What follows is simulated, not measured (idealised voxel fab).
Process module under the name voxel capacitor over wiring
Cross-section cut: width 225 nm, square cells of 5 nm.
Cross-section = grid of square cells, listed top down in bands; band = one or more rows.
A band entry consists of two parts. The first gives the height of the band's top and the height of its bottom, in nm. The rest lists the band's materials from left to right, each with its width in nm. A single material labelled with the word "edge to edge" fills the band from edge to edge, and the word "air" marks empty space.
Zero point of the height axis is 0; under it, received wafer = one material. Lowest band: continues down indefinitely, "z 0 and below".
Read "30..40" as a graded width: first number on top, second number at the bottom, same change between each pair of neighbouring rows.
It should be understood that the words "no modifications", when stated for a given step, signify that the cross-section underwent no change in any of its cells during that step.
"Sealed void listing": sealed empty spaces, 8 cells or more, no open way to top, listed width x height at distance, with distance from the left edge and width, height and distance in nm.
Where a step's line continues beyond its settings, the continuation is a remark by the simulator itself on that step.
A step's line can hold "overlay nm"; with a mask on that step, the setting says how far right of the planned place the mask lay, while a negative setting says it lay to the left.
-- Here's what the planned process steps look like
| 1 | RECEIVE (material Si) |
| 2 | CONFORMAL_DEP (material SiO2; thk nm 10) |
| 3 | DIRECTIONAL_DEP (material TiN; thk nm 5) |
| 4 | DIRECTIONAL_DEP (material W; thk nm 25) |
| 5 | DIRECTIONAL_DEP (material aC; thk nm 15) |
| 6 | PATTERN (tone cover; mask id METAL_1; material resist; width nm 20; pitch nm 90; thk nm 30; overlay nm 0) |
| 7 | DIRECTIONAL_ETCH (etch materials aC; depth nm 15) |
| 8 | STRIP (etch materials resist) |
| 9 | DIRECTIONAL_ETCH (etch materials W; depth nm 25) |
| 10 | DIRECTIONAL_ETCH (etch materials TiN; depth nm 5) |
| 11 | STRIP (etch materials aC) |
| 12 | FILL_DEP (material lowk; thk nm 5) |
| 13 | CMP (height nm 40) |
| 14 | CONFORMAL_DEP (material SiCN; thk nm 5) |
| 15 | DIRECTIONAL_DEP (material SiO2; thk nm 15) |
| 16 | DIRECTIONAL_DEP (material aC; thk nm 15) |
| 17 | PATTERN (tone open; mask id PLUG_1; material resist; width nm 15; thk nm 35; overlay nm 0) |
| 18 | DIRECTIONAL_ETCH (etch materials aC; depth nm 15) |
| 19 | STRIP (etch materials resist) |
| 20 | DIRECTIONAL_ETCH (etch materials SiO2; depth nm 15) |
| 21 | DIRECTIONAL_ETCH (etch materials SiCN; depth nm 5) |
| 22 | STRIP (etch materials aC) |
| 23 | EPI (material Ru; thk nm 10) |
| 24 | EPI (material Ru; thk nm 10) |
| 25 | DIRECTIONAL_DEP (material TiN; thk nm 10) |
| 26 | DIRECTIONAL_DEP (material Al2O3; thk nm 5) |
| 27 | DIRECTIONAL_DEP (material TiN; thk nm 5) |
| 28 | DIRECTIONAL_DEP (material aC; thk nm 15) |
| 29 | PATTERN (tone cover; mask id UPPER_PLATE; material resist; width nm 75; thk nm 35; overlay nm 0) |
| 30 | DIRECTIONAL_ETCH (etch materials aC; depth nm 15) |
| 31 | STRIP (etch materials resist) |
| 32 | DIRECTIONAL_ETCH (etch materials TiN; depth nm 5) |
| 33 | DIRECTIONAL_ETCH (etch materials Al2O3; depth nm 5) |
| 34 | STRIP (etch materials aC) |
| 35 | PATTERN (tone cover; mask id LOWER_PLATE; material resist; width nm 85; thk nm 15; overlay nm 0) |
| 36 | DIRECTIONAL_ETCH (etch materials TiN; depth nm 10) |
| 37 | STRIP (etch materials resist) |
| 38 | FILL_DEP (material SiO2; thk nm 15) |
| 39 | CMP (height nm 90) |
| 40 | MASKED_ETCH (tone open; mask id PLUG_2; width nm 15; etch materials SiO2; depth nm 10; overlay nm 0) |
| 41 | CONFORMAL_DEP (material TiN; thk nm 5) |
| 42 | FILL_DEP (material Ru; thk nm 5) |
| 43 | CMP (height nm 90) |
| 44 | CONFORMAL_DEP (material SiCN; thk nm 5) |
-- The first wafer of two, processed as planned
-- Here's what the wafer looked like in cross-section when it arrived - that's after step 1
  z 0 and below: Si edge to edge
  Sealed void listing: none
-- State of the wafer after step 2, shown in cross-section
  z 10 to 0: SiO2 edge to edge
  Under the height 0 nothing was changed.
-- State of the wafer after step 3, shown in cross-section
  z 15 to 10: TiN edge to edge
  Under the height 10 nothing was changed.
-- State of the wafer after step 4, shown in cross-section
  z 40 to 15: W edge to edge
  Under the height 15 nothing was changed.
-- State of the wafer after step 5, shown in cross-section
  z 55 to 40: aC edge to edge
  Under the height 40 nothing was changed.
-- State of the wafer after step 6, shown in cross-section
  z 85 to 55: 55 of air, 20 of resist, 70 of air, 20 of resist, 60 of air
  Under the height 55 nothing was changed.
-- State of the wafer after step 7, shown in cross-section
  z 70 to 55: 55 of air, 20 of resist, 70 of air, 20 of resist, 60 of air
  z 55 to 40: 55 of air, 20 of aC, 70 of air, 20 of aC, 60 of air
  Under the height 40 nothing was changed.
-- State of the wafer after step 8, shown in cross-section
  z 55 to 40: 55 of air, 20 of aC, 70 of air, 20 of aC, 60 of air
  Under the height 40 nothing was changed.
-- State of the wafer after step 9, shown in cross-section
  z 55 to 40: 55 of air, 20 of aC, 70 of air, 20 of aC, 60 of air
  z 40 to 15: 55 of air, 20 of W, 70 of air, 20 of W, 60 of air
  Under the height 15 nothing was changed.
-- State of the wafer after step 10, shown in cross-section
  z 55 to 40: 55 of air, 20 of aC, 70 of air, 20 of aC, 60 of air
  z 40 to 15: 55 of air, 20 of W, 70 of air, 20 of W, 60 of air
  z 15 to 10: 55 of air, 20 of TiN, 70 of air, 20 of TiN, 60 of air
  Under the height 10 nothing was changed.
-- State of the wafer after step 11, shown in cross-section
  z 40 to 15: 55 of air, 20 of W, 70 of air, 20 of W, 60 of air
  Under the height 15 nothing was changed.
-- State of the wafer after step 12, shown in cross-section
  z 45 to 40: lowk edge to edge
  z 40 to 15: 55 of lowk, 20 of W, 70 of lowk, 20 of W, 60 of lowk
  z 15 to 10: 55 of lowk, 20 of TiN, 70 of lowk, 20 of TiN, 60 of lowk
  Under the height 10 nothing was changed.
-- State of the wafer after step 13, shown in cross-section
  z 40 to 15: 55 of lowk, 20 of W, 70 of lowk, 20 of W, 60 of lowk
  Under the height 15 nothing was changed.
-- State of the wafer after step 14, shown in cross-section
  z 45 to 40: SiCN edge to edge
  Under the height 40 nothing was changed.
-- State of the wafer after step 15, shown in cross-section
  z 60 to 45: SiO2 edge to edge
  Under the height 45 nothing was changed.
-- State of the wafer after step 16, shown in cross-section
  z 75 to 60: aC edge to edge
  Under the height 60 nothing was changed.
-- State of the wafer after step 17, shown in cross-section
  z 110 to 75: 60 of resist, 15 of air, 150 of resist
  Under the height 75 nothing was changed.
-- State of the wafer after step 18, shown in cross-section
  z 95 to 75: 60 of resist, 15 of air, 150 of resist
  z 75 to 60: 60 of aC, 15 of air, 150 of aC
  Under the height 60 nothing was changed.
-- State of the wafer after step 19, shown in cross-section
  z 75 to 60: 60 of aC, 15 of air, 150 of aC
  Under the height 60 nothing was changed.
-- State of the wafer after step 20, shown in cross-section
  z 75 to 60: 60 of aC, 15 of air, 150 of aC
  z 60 to 45: 60 of SiO2, 15 of air, 150 of SiO2
  Under the height 45 nothing was changed.
-- State of the wafer after step 21, shown in cross-section
  z 75 to 60: 60 of aC, 15 of air, 150 of aC
  z 60 to 45: 60 of SiO2, 15 of air, 150 of SiO2
  z 45 to 40: 60 of SiCN, 15 of air, 150 of SiCN
  Under the height 40 nothing was changed.
-- State of the wafer after step 22, shown in cross-section
  z 60 to 45: 60 of SiO2, 15 of air, 150 of SiO2
  Under the height 45 nothing was changed.
-- State of the wafer after step 23, shown in cross-section
  z 60 to 50: 60 of SiO2, 15 of air, 150 of SiO2
  z 50 to 45: 60 of SiO2, 15 of Ru, 150 of SiO2
  z 45 to 40: 60 of SiCN, 15 of Ru, 150 of SiCN
  Under the height 40 nothing was changed.
-- State of the wafer after step 24, shown in cross-section
  z 60 to 45: 60 of SiO2, 15 of Ru, 150 of SiO2
  Under the height 45 nothing was changed.
-- State of the wafer after step 25, shown in cross-section
  z 70 to 60: TiN edge to edge
  Under the height 60 nothing was changed.
-- State of the wafer after step 26, shown in cross-section
  z 75 to 70: Al2O3 edge to edge
  Under the height 70 nothing was changed.
-- State of the wafer after step 27, shown in cross-section
  z 80 to 75: TiN edge to edge
  Under the height 75 nothing was changed.
-- State of the wafer after step 28, shown in cross-section
  z 95 to 80: aC edge to edge
  Under the height 80 nothing was changed.
-- State of the wafer after step 29, shown in cross-section
  z 130 to 95: 60 of air, 75 of resist, 90 of air
  Under the height 95 nothing was changed.
-- State of the wafer after step 30, shown in cross-section
  z 115 to 95: 60 of air, 75 of resist, 90 of air
  z 95 to 80: 60 of air, 75 of aC, 90 of air
  Under the height 80 nothing was changed.
-- State of the wafer after step 31, shown in cross-section
  z 95 to 80: 60 of air, 75 of aC, 90 of air
  Under the height 80 nothing was changed.
-- State of the wafer after step 32, shown in cross-section
  z 95 to 80: 60 of air, 75 of aC, 90 of air
  z 80 to 75: 60 of air, 75 of TiN, 90 of air
  Under the height 75 nothing was changed.
-- State of the wafer after step 33, shown in cross-section
  z 95 to 80: 60 of air, 75 of aC, 90 of air
  z 80 to 75: 60 of air, 75 of TiN, 90 of air
  z 75 to 70: 60 of air, 75 of Al2O3, 90 of air
  Under the height 70 nothing was changed.
-- State of the wafer after step 34, shown in cross-section
  z 80 to 75: 60 of air, 75 of TiN, 90 of air
  Under the height 75 nothing was changed.
-- State of the wafer after step 35, shown in cross-section
  z 95 to 80: 55 of air, 85 of resist, 85 of air
  z 80 to 75: 55 of air, 5 of resist, 75 of TiN, 5 of resist, 85 of air
  z 75 to 70: 55 of air, 5 of resist, 75 of Al2O3, 5 of resist, 85 of air
  Under the height 70 nothing was changed.
-- State of the wafer after step 36, shown in cross-section
  z 95 to 80: 55 of air, 85 of resist, 85 of air
  z 80 to 75: 55 of air, 5 of resist, 75 of TiN, 5 of resist, 85 of air
  z 75 to 70: 55 of air, 5 of resist, 75 of Al2O3, 5 of resist, 85 of air
  z 70 to 60: 55 of air, 85 of TiN, 85 of air
  Under the height 60 nothing was changed.
-- State of the wafer after step 37, shown in cross-section
  z 80 to 75: 60 of air, 75 of TiN, 90 of air
  z 75 to 70: 60 of air, 75 of Al2O3, 90 of air
  Under the height 70 nothing was changed.
-- State of the wafer after step 38, shown in cross-section
  z 95 to 80: SiO2 edge to edge
  z 80 to 75: 60 of SiO2, 75 of TiN, 90 of SiO2
  z 75 to 70: 60 of SiO2, 75 of Al2O3, 90 of SiO2
  z 70 to 60: 55 of SiO2, 85 of TiN, 85 of SiO2
  Under the height 60 nothing was changed.
-- State of the wafer after step 39, shown in cross-section
  z 90 to 80: SiO2 edge to edge
  Under the height 80 nothing was changed.
-- State of the wafer after step 40, shown in cross-section
  z 90 to 80: 70 of SiO2, 15 of air, 140 of SiO2
  Under the height 80 nothing was changed.
-- State of the wafer after step 41, shown in cross-section
  z 95 to 90: 75 of TiN, 5 of air, 145 of TiN
  z 90 to 85: 70 of SiO2, 5 of TiN, 5 of air, 5 of TiN, 140 of SiO2
  z 85 to 75: 70..60 of SiO2, 15..75 of TiN, 140..90 of SiO2
  Under the height 75 nothing was changed.
-- State of the wafer after step 42, shown in cross-section
  z 100 to 95: Ru edge to edge
  z 95 to 90: 75 of TiN, 5 of Ru, 145 of TiN
  z 90 to 85: 70 of SiO2, 5 of TiN, 5 of Ru, 5 of TiN, 140 of SiO2
  Under the height 85 nothing was changed.
-- State of the wafer after step 43, shown in cross-section
  z 90 to 85: 70 of SiO2, 5 of TiN, 5 of Ru, 5 of TiN, 140 of SiO2
  Under the height 85 nothing was changed.
-- State of the wafer after step 44, shown in cross-section
  z 95 to 90: SiCN edge to edge
  Under the height 90 nothing was changed.
-- Second of two: same start, same plan, one run error; steps up to and including 16 match the first
-- Second wafer, sectioned view, at step 17's planned end time
  z 110 to 75: 70 of resist, 15 of air, 140 of resist
  Under the height 75 nothing was changed.
-- Second wafer, sectioned view, at step 18's planned end time
  z 95 to 75: 70 of resist, 15 of air, 140 of resist
  z 75 to 60: 70 of aC, 15 of air, 140 of aC
  Under the height 60 nothing was changed.
-- Second wafer, sectioned view, at step 19's planned end time
  z 75 to 60: 70 of aC, 15 of air, 140 of aC
  Under the height 60 nothing was changed.
-- Second wafer, sectioned view, at step 20's planned end time
  z 75 to 60: 70 of aC, 15 of air, 140 of aC
  z 60 to 45: 70 of SiO2, 15 of air, 140 of SiO2
  Under the height 45 nothing was changed.
-- Second wafer, sectioned view, at step 21's planned end time
  z 75 to 60: 70 of aC, 15 of air, 140 of aC
  z 60 to 45: 70 of SiO2, 15 of air, 140 of SiO2
  z 45 to 40: 70 of SiCN, 15 of air, 140 of SiCN
  Under the height 40 nothing was changed.
-- Second wafer, sectioned view, at step 22's planned end time
  z 60 to 45: 70 of SiO2, 15 of air, 140 of SiO2
  Under the height 45 nothing was changed.
-- Second wafer, sectioned view, at step 23's planned end time
  z 60 to 50: 70 of SiO2, 15 of air, 140 of SiO2
  z 50 to 45: 70 of SiO2, 15 of Ru, 140 of SiO2
  z 45 to 40: 70 of SiCN, 15 of Ru, 140 of SiCN
  Under the height 40 nothing was changed.
-- Second wafer, sectioned view, at step 24's planned end time
  z 60 to 45: 70 of SiO2, 15 of Ru, 140 of SiO2
  Under the height 45 nothing was changed.
-- Second wafer, sectioned view, at step 25's planned end time
  z 70 to 60: TiN edge to edge
  Under the height 60 nothing was changed.
-- Second wafer, sectioned view, at step 26's planned end time
  z 75 to 70: Al2O3 edge to edge
  Under the height 70 nothing was changed.
-- Second wafer, sectioned view, at step 27's planned end time
  z 80 to 75: TiN edge to edge
  Under the height 75 nothing was changed.
-- Second wafer, sectioned view, at step 28's planned end time
  z 95 to 80: aC edge to edge
  Under the height 80 nothing was changed.
-- Second wafer, sectioned view, at step 29's planned end time
  z 130 to 95: 60 of air, 75 of resist, 90 of air
  Under the height 95 nothing was changed.
-- Second wafer, sectioned view, at step 30's planned end time
  z 115 to 95: 60 of air, 75 of resist, 90 of air
  z 95 to 80: 60 of air, 75 of aC, 90 of air
  Under the height 80 nothing was changed.
-- Second wafer, sectioned view, at step 31's planned end time
  z 95 to 80: 60 of air, 75 of aC, 90 of air
  Under the height 80 nothing was changed.
-- Second wafer, sectioned view, at step 32's planned end time
  z 95 to 80: 60 of air, 75 of aC, 90 of air
  z 80 to 75: 60 of air, 75 of TiN, 90 of air
  Under the height 75 nothing was changed.
-- Second wafer, sectioned view, at step 33's planned end time
  z 95 to 80: 60 of air, 75 of aC, 90 of air
  z 80 to 75: 60 of air, 75 of TiN, 90 of air
  z 75 to 70: 60 of air, 75 of Al2O3, 90 of air
  Under the height 70 nothing was changed.
-- Second wafer, sectioned view, at step 34's planned end time
  z 80 to 75: 60 of air, 75 of TiN, 90 of air
  Under the height 75 nothing was changed.
-- Second wafer, sectioned view, at step 35's planned end time
  z 95 to 80: 55 of air, 85 of resist, 85 of air
  z 80 to 75: 55 of air, 5 of resist, 75 of TiN, 5 of resist, 85 of air
  z 75 to 70: 55 of air, 5 of resist, 75 of Al2O3, 5 of resist, 85 of air
  Under the height 70 nothing was changed.
-- Second wafer, sectioned view, at step 36's planned end time
  z 95 to 80: 55 of air, 85 of resist, 85 of air
  z 80 to 75: 55 of air, 5 of resist, 75 of TiN, 5 of resist, 85 of air
  z 75 to 70: 55 of air, 5 of resist, 75 of Al2O3, 5 of resist, 85 of air
  z 70 to 60: 55 of air, 85 of TiN, 85 of air
  Under the height 60 nothing was changed.
-- Second wafer, sectioned view, at step 37's planned end time
  z 80 to 75: 60 of air, 75 of TiN, 90 of air
  z 75 to 70: 60 of air, 75 of Al2O3, 90 of air
  Under the height 70 nothing was changed.
-- Second wafer, sectioned view, at step 38's planned end time
  z 95 to 80: SiO2 edge to edge
  z 80 to 75: 60 of SiO2, 75 of TiN, 90 of SiO2
  z 75 to 70: 60 of SiO2, 75 of Al2O3, 90 of SiO2
  z 70 to 60: 55 of SiO2, 85 of TiN, 85 of SiO2
  Under the height 60 nothing was changed.
-- Second wafer, sectioned view, at step 39's planned end time
  z 90 to 80: SiO2 edge to edge
  Under the height 80 nothing was changed.
-- Second wafer, sectioned view, at step 40's planned end time
  z 90 to 80: 70 of SiO2, 15 of air, 140 of SiO2
  Under the height 80 nothing was changed.
-- Second wafer, sectioned view, at step 41's planned end time
  z 95 to 90: 75 of TiN, 5 of air, 145 of TiN
  z 90 to 85: 70 of SiO2, 5 of TiN, 5 of air, 5 of TiN, 140 of SiO2
  z 85 to 75: 70..60 of SiO2, 15..75 of TiN, 140..90 of SiO2
  Under the height 75 nothing was changed.
-- Second wafer, sectioned view, at step 42's planned end time
  z 100 to 95: Ru edge to edge
  z 95 to 90: 75 of TiN, 5 of Ru, 145 of TiN
  z 90 to 85: 70 of SiO2, 5 of TiN, 5 of Ru, 5 of TiN, 140 of SiO2
  Under the height 85 nothing was changed.
-- Second wafer, sectioned view, at step 43's planned end time
  z 90 to 85: 70 of SiO2, 5 of TiN, 5 of Ru, 5 of TiN, 140 of SiO2
  Under the height 85 nothing was changed.
-- Second wafer, sectioned view, at step 44's planned end time
  z 95 to 90: SiCN edge to edge
  Under the height 90 nothing was changed.
what went wrong: for step 17, the planned setting was not used; the step was instead run as PATTERN (tone open; mask id PLUG_1; material resist; width nm 15; thk nm 35; overlay nm 10)
In the final comparison it is observed that the number of cells assigned to each material is identical for the two wafers, whereas their placement is not.
